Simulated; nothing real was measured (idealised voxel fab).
Title: Process Module voxel self aligned contacts
Cross-section cut spans 185 nm and uses square cells 5 nm in size.
In this document a cross-section is written as a grid of square cells. It is given as a series of bands, listed from the top down, and a band is one or more rows of cells. Per band: top height and bottom height in nm, followed by the left-to-right materials and their widths in nm; "edge to edge" marks a single material spanning edge to edge, "air" marks empty space. Ref level 0: as-received wafer is one material below here. Bottom band extends down with no lower bound ("0 and below"). Graded width ("30->40"): value in top row of band = first number; value in bottom row = second number; row-to-row change constant. "nothing different" for a step: no cell of the cross-section changed in that step. "Closed empty spaces" enumerates empty spaces isolated from the top, with no open way to it, that contain at least 8 cells, giving each as width x height at distance from the left edge, all three in nm. Read whatever lies past the settings on a step's line as the simulator's own remark about the step. overlay nm: where the mask lay relative to plan, measured to the right, on steps with a mask; negatives go left.

**So here's the lineup of process steps we planned**
1) RECEIVE,material Si
2) OXIDIZE,depth nm 5
3) DIRECTIONAL_DEP,material polySi,thk nm 30
4) DIRECTIONAL_DEP,material SiN,thk nm 15
5) PATTERN,tone cover,mask id GATE,material resist,width nm 25,pitch nm 50,thk nm 15,overlay nm 0
6) DIRECTIONAL_ETCH,etch materials SiN,depth nm 15
7) DIRECTIONAL_ETCH,etch materials polySi,depth nm 30
8) STRIP,etch materials resist
9) CONFORMAL_DEP,material SiN,thk nm 5
10) DIRECTIONAL_ETCH,etch materials SiN,depth nm 5
11) FILL_DEP,material SiO2,thk nm 15
12) CMP,height nm 50
13) MASKED_ETCH,tone open,mask id CONTACT,width nm 35,etch materials SiO2,depth nm 55,overlay nm 0
14) CONFORMAL_DEP,material TiN,thk nm 5
15) FILL_DEP,material W,thk nm 5
16) CMP,height nm 50
17) CONFORMAL_DEP,material SiCN,thk nm 5

**Concerning the first of two wafers, which was run in accordance with the plan**

**Cross-section of the incoming wafer, state after step 1**
	0 and below | Si edge to edge
	Closed empty spaces: none

**Sectional view: wafer, after step 2**
	0 down to -5 | SiO2 edge to edge
	No changes below -5.

**Sectional view: wafer, after step 3**
	30 down to 0 | polySi edge to edge
	No changes below 0.

**Sectional view: wafer, after step 4**
	45 down to 30 | SiN edge to edge
	No changes below 30.

**Sectional view: wafer, after step 5**
	60 down to 45 | air=55; resist=25; air=25; resist=25; air=55
	No changes below 45.

**Sectional view: wafer, after step 6**
	60 down to 45 | air=55; resist=25; air=25; resist=25; air=55
	45 down to 30 | air=55; SiN=25; air=25; SiN=25; air=55
	No changes below 30.

**Sectional view: wafer, after step 7**
	60 down to 45 | air=55; resist=25; air=25; resist=25; air=55
	45 down to 30 | air=55; SiN=25; air=25; SiN=25; air=55
	30 down to 0 | air=55; polySi=25; air=25; polySi=25; air=55
	No changes below 0.

**Sectional view: wafer, after step 8**
	45 down to 30 | air=55; SiN=25; air=25; SiN=25; air=55
	No changes below 30.

**Sectional view: wafer, after step 9**
	50 down to 30 | air=50; SiN=35; air=15; SiN=35; air=50
	30 down to 5 | air=50; SiN=5; polySi=25; SiN=5; air=15; SiN=5; polySi=25; SiN=5; air=50
	5 down to 0 | SiN=55; polySi=25; SiN=25; polySi=25; SiN=55
	No changes below 0.

**Sectional view: wafer, after step 10**
	45 down to 30 | air=50; SiN=35; air=15; SiN=35; air=50
	30 down to 0 | air=50; SiN=5; polySi=25; SiN=5; air=15; SiN=5; polySi=25; SiN=5; air=50
	No changes below 0.

**Sectional view: wafer, after step 11**
	60 down to 45 | SiO2 edge to edge
	45 down to 30 | SiO2=50; SiN=35; SiO2=15; SiN=35; SiO2=50
	30 down to 0 | SiO2=50; SiN=5; polySi=25; SiN=5; SiO2=15; SiN=5; polySi=25; SiN=5; SiO2=50
	No changes below 0.

**Sectional view: wafer, after step 12**
	50 down to 45 | SiO2 edge to edge
	No changes below 45.

**Sectional view: wafer, after step 13**
	50 down to 45 | SiO2=75; air=35; SiO2=75
	45 down to 30 | SiO2=50; SiN=35; air=15; SiN=35; SiO2=50
	30 down to 0 | SiO2=50; SiN=5; polySi=25; SiN=5; air=15; SiN=5; polySi=25; SiN=5; SiO2=50
	0 down to -5 | SiO2=85; air=15; SiO2=85
	No changes below -5.

**Sectional view: wafer, after step 14**
	55 down to 50 | TiN=80; air=25; TiN=80
	50 down to 45 | SiO2=75; TiN=15; air=5; TiN=15; SiO2=75
	45 down to 30 | SiO2=50; SiN=35; TiN=5; air=5; TiN=5; SiN=35; SiO2=50
	30 down to 0 | SiO2=50; SiN=5; polySi=25; SiN=5; TiN=5; air=5; TiN=5; SiN=5; polySi=25; SiN=5; SiO2=50
	0 down to -5 | SiO2=85; TiN=15; SiO2=85
	No changes below -5.

**Sectional view: wafer, after step 15**
	60 down to 55 | W edge to edge
	55 down to 50 | TiN=80; W=25; TiN=80
	50 down to 45 | SiO2=75; TiN=15; W=5; TiN=15; SiO2=75
	45 down to 30 | SiO2=50; SiN=35; TiN=5; W=5; TiN=5; SiN=35; SiO2=50
	30 down to 0 | SiO2=50; SiN=5; polySi=25; SiN=5; TiN=5; W=5; TiN=5; SiN=5; polySi=25; SiN=5; SiO2=50
	No changes below 0.

**Sectional view: wafer, after step 16**
	50 down to 45 | SiO2=75; TiN=15; W=5; TiN=15; SiO2=75
	No changes below 45.

**Sectional view: wafer, after step 17**
	55 down to 50 | SiCN edge to edge
	No changes below 50.

**Second wafer - shared start and plan with the first - one error in running - same as the first up to step 4 inclusive**

**Second wafer, sectioned view, at step 5's planned end time**
	60 down to 45 | air=55; resist=30; air=20; resist=30; air=50
	No changes below 45.

**Second wafer, sectioned view, at step 6's planned end time**
	60 down to 45 | air=55; resist=30; air=20; resist=30; air=50
	45 down to 30 | air=55; SiN=30; air=20; SiN=30; air=50
	No changes below 30.

**Second wafer, sectioned view, at step 7's planned end time**
	60 down to 45 | air=55; resist=30; air=20; resist=30; air=50
	45 down to 30 | air=55; SiN=30; air=20; SiN=30; air=50
	30 down to 0 | air=55; polySi=30; air=20; polySi=30; air=50
	No changes below 0.

**Second wafer, sectioned view, at step 8's planned end time**
	45 down to 30 | air=55; SiN=30; air=20; SiN=30; air=50
	No changes below 30.

**Second wafer, sectioned view, at step 9's planned end time**
	50 down to 30 | air=50; SiN=40; air=10; SiN=40; air=45
	30 down to 5 | air=50; SiN=5; polySi=30; SiN=5; air=10; SiN=5; polySi=30; SiN=5; air=45
	5 down to 0 | SiN=55; polySi=30; SiN=20; polySi=30; SiN=50
	No changes below 0.

**Second wafer, sectioned view, at step 10's planned end time**
	45 down to 30 | air=50; SiN=40; air=10; SiN=40; air=45
	30 down to 0 | air=50; SiN=5; polySi=30; SiN=5; air=10; SiN=5; polySi=30; SiN=5; air=45
	No changes below 0.

**Second wafer, sectioned view, at step 11's planned end time**
	60 down to 45 | SiO2 edge to edge
	45 down to 30 | SiO2=50; SiN=40; SiO2=10; SiN=40; SiO2=45
	30 down to 0 | SiO2=50; SiN=5; polySi=30; SiN=5; SiO2=10; SiN=5; polySi=30; SiN=5; SiO2=45
	No changes below 0.

**Second wafer, sectioned view, at step 12's planned end time**
	50 down to 45 | SiO2 edge to edge
	No changes below 45.

**Second wafer, sectioned view, at step 13's planned end time**
	50 down to 45 | SiO2=75; air=35; SiO2=75
	45 down to 30 | SiO2=50; SiN=40; air=10; SiN=40; SiO2=45
	30 down to 0 | SiO2=50; SiN=5; polySi=30; SiN=5; air=10; SiN=5; polySi=30; SiN=5; SiO2=45
	0 down to -5 | SiO2=90; air=10; SiO2=85
	No changes below -5.

**Second wafer, sectioned view, at step 14's planned end time**
	55 down to 50 | TiN=80; air=25; TiN=80
	50 down to 45 | SiO2=75; TiN=35; SiO2=75
	45 down to 30 | SiO2=50; SiN=40; TiN=10; SiN=40; SiO2=45
	30 down to 0 | SiO2=50; SiN=5; polySi=30; SiN=5; TiN=10; SiN=5; polySi=30; SiN=5; SiO2=45
	0 down to -5 | SiO2=90; TiN=10; SiO2=85
	No changes below -5.

**Second wafer, sectioned view, at step 15's planned end time**
	60 down to 55 | W edge to edge
	55 down to 50 | TiN=80; W=25; TiN=80
	No changes below 50.

**Second wafer, sectioned view, at step 16's planned end time**
	50 down to 45 | SiO2=75; TiN=35; SiO2=75
	No changes below 45.

**Second wafer, sectioned view, at step 17's planned end time**
	55 down to 50 | SiCN edge to edge
	No changes below 50.
Where did the run depart from the plan? contrary to plan, step 5 was performed as PATTERN,tone cover,mask id GATE,material resist,width nm 30,pitch nm 50,thk nm 15,overlay nm 0
Final difference in cells, second wafer against first, listed per material as more or fewer: SiN: 6 more; SiO2: 8 fewer; W: 10 fewer; polySi: 12 more
